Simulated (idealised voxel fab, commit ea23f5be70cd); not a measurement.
You're looking at the process module voxel capacitor over wiring.
195 nm wide, 5 nm square cells: that's cross-section cut.
In what follows, cross-sections appear as grids of square cells, described through bands that run from the top down, where every band is one or more rows of cells. What a band's entry tells you: where the top is and where the bottom is, as heights in nm, and after that what lies inside, material by material from left to right, each with its width in nm. Empty space is written as the word "blank", and a single material marked with the word "everywhere" occupies the band from edge to edge. A quick word on heights: they are counted from 0, and under that level the wafer as it came to us is one material throughout. The lowest band is different from the rest in having no bottom; it simply continues downward, written as in "z 0 and below". A width such as "30..40" changes by the same amount from each row of cells to the next, from the band's top row to its bottom row. When a step is marked "no modification", none of the cells in the cross-section changed during that step. "Completely sealed voids": sealed empty spaces, 8 cells or more, no open way to top, listed width x height at distance, with distance from the left edge and width, height and distance in nm. If you see something after the settings on a step's line, that's the simulator's own remark about that step. When a step includes a mask, the "overlay nm" setting on its line states how far to the right of its planned place that mask lay, and negative values state how far to the left.
-- So here's the lineup of process steps we planned
1 op RECEIVE | material Si
2 op CONFORMAL_DEP | material SiO2 | thk nm 10
3 op CONFORMAL_DEP | material SiN | thk nm 5
4 op DIRECTIONAL_DEP | material lowk | thk nm 15
5 op PATTERN | tone open | mask id METAL_1 | material resist | width nm 25 | pitch nm 95 | thk nm 20 | overlay nm 0
6 op DIRECTIONAL_ETCH | etch materials lowk | depth nm 15
7 op DIRECTIONAL_ETCH | etch materials SiN | depth nm 5
8 op STRIP | etch materials resist
9 op CONFORMAL_DEP | material TiN | thk nm 5
10 op FILL_DEP | material Cu | thk nm 5
11 op CMP | height nm 30
12 op CONFORMAL_DEP | material SiCN | thk nm 5
13 op DIRECTIONAL_DEP | material SiO2 | thk nm 15
14 op MASKED_ETCH | tone open | mask id PLUG_1 | width nm 15 | etch materials SiO2 | depth nm 15 | overlay nm 0
15 op MASKED_ETCH | tone open | mask id PLUG_1 | width nm 15 | etch materials SiCN | depth nm 5 | overlay nm 0
16 op CONFORMAL_DEP | material TiN | thk nm 5
17 op FILL_DEP | material Cu | thk nm 5
18 op CMP | height nm 50
19 op DIRECTIONAL_DEP | material TiN | thk nm 10
20 op DIRECTIONAL_DEP | material HfO2 | thk nm 5
21 op DIRECTIONAL_DEP | material TiN | thk nm 5
22 op DIRECTIONAL_DEP | material aC | thk nm 15
23 op PATTERN | tone cover | mask id UPPER_PLATE | material resist | width nm 75 | thk nm 30 | overlay nm 0
24 op DIRECTIONAL_ETCH | etch materials aC | depth nm 15
25 op STRIP | etch materials resist
26 op DIRECTIONAL_ETCH | etch materials TiN | depth nm 5
27 op DIRECTIONAL_ETCH | etch materials HfO2 | depth nm 5
28 op STRIP | etch materials aC
29 op PATTERN | tone cover | mask id LOWER_PLATE | material resist | width nm 85 | thk nm 15 | overlay nm 0
30 op DIRECTIONAL_ETCH | etch materials TiN | depth nm 10
31 op STRIP | etch materials resist
32 op FILL_DEP | material SiO2 | thk nm 15
33 op CMP | height nm 80
34 op PATTERN | tone open | mask id PLUG_2 | material resist | width nm 15 | thk nm 20 | overlay nm 0
35 op DIRECTIONAL_ETCH | etch materials SiO2 | depth nm 10
36 op STRIP | etch materials resist
37 op CONFORMAL_DEP | material TiN | thk nm 5
38 op FILL_DEP | material W | thk nm 5
39 op CMP | height nm 80
40 op CONFORMAL_DEP | material SiCN | thk nm 5
-- as received, after step 1
z 0 and below  Si everywhere
Completely sealed voids: none
-- Module complete - cross-section of the first of two wafers, run according to plan
z 85 to 80  SiCN everywhere
z 80 to 75  SiO2 55  TiN 5  W 5  TiN 5  SiO2 125
z 75 to 65  SiO2 55..45  TiN 15..75  SiO2 125..75
z 65 to 60  SiO2 45  HfO2 75  SiO2 75
z 60 to 50  SiO2 40  TiN 85  SiO2 70
z 50 to 35  SiO2 45  TiN 5  Cu 5  TiN 5  SiO2 135
z 35 to 30  SiCN 45  TiN 15  SiCN 135
z 30 to 15  lowk 35  TiN 5  Cu 15  TiN 5  lowk 70  TiN 5  Cu 15  TiN 5  lowk 40
z 15 to 10  SiN 35  TiN 25  SiN 70  TiN 25  SiN 40
z 10 to 0  SiO2 everywhere
z 0 and below  Si everywhere
Completely sealed voids: none
-- Here's the second of our two wafers sectioned at module end. Same start as the first, same plan, but one mistake got made running it
z 85 to 80  SiCN everywhere
z 80 to 75  SiO2 55  TiN 5  W 5  TiN 5  SiO2 125
z 75 to 65  SiO2 55  TiN 15..70  SiO2 125..70
z 65 to 60  SiO2 55  HfO2 75  SiO2 65
z 60 to 50  SiO2 40  TiN 90  SiO2 65
z 50 to 35  SiO2 45  TiN 5  Cu 5  TiN 5  SiO2 135
z 35 to 30  SiCN 45  TiN 15  SiCN 135
z 30 to 15  lowk 35  TiN 5  Cu 15  TiN 5  lowk 70  TiN 5  Cu 15  TiN 5  lowk 40
z 15 to 10  SiN 35  TiN 25  SiN 70  TiN 25  SiN 40
z 10 to 0  SiO2 everywhere
z 0 and below  Si everywhere
Completely sealed voids: none
Where did the run depart from the plan? step 23 was processed under conditions differing from the plan, specifically as op PATTERN | tone cover | mask id UPPER_PLATE | material resist | width nm 75 | thk nm 30 | overlay nm 10
The final cell counts differ between the wafers, with the second having more or fewer of some materials than the first: 1 fewer of SiO2 | 1 more of TiN
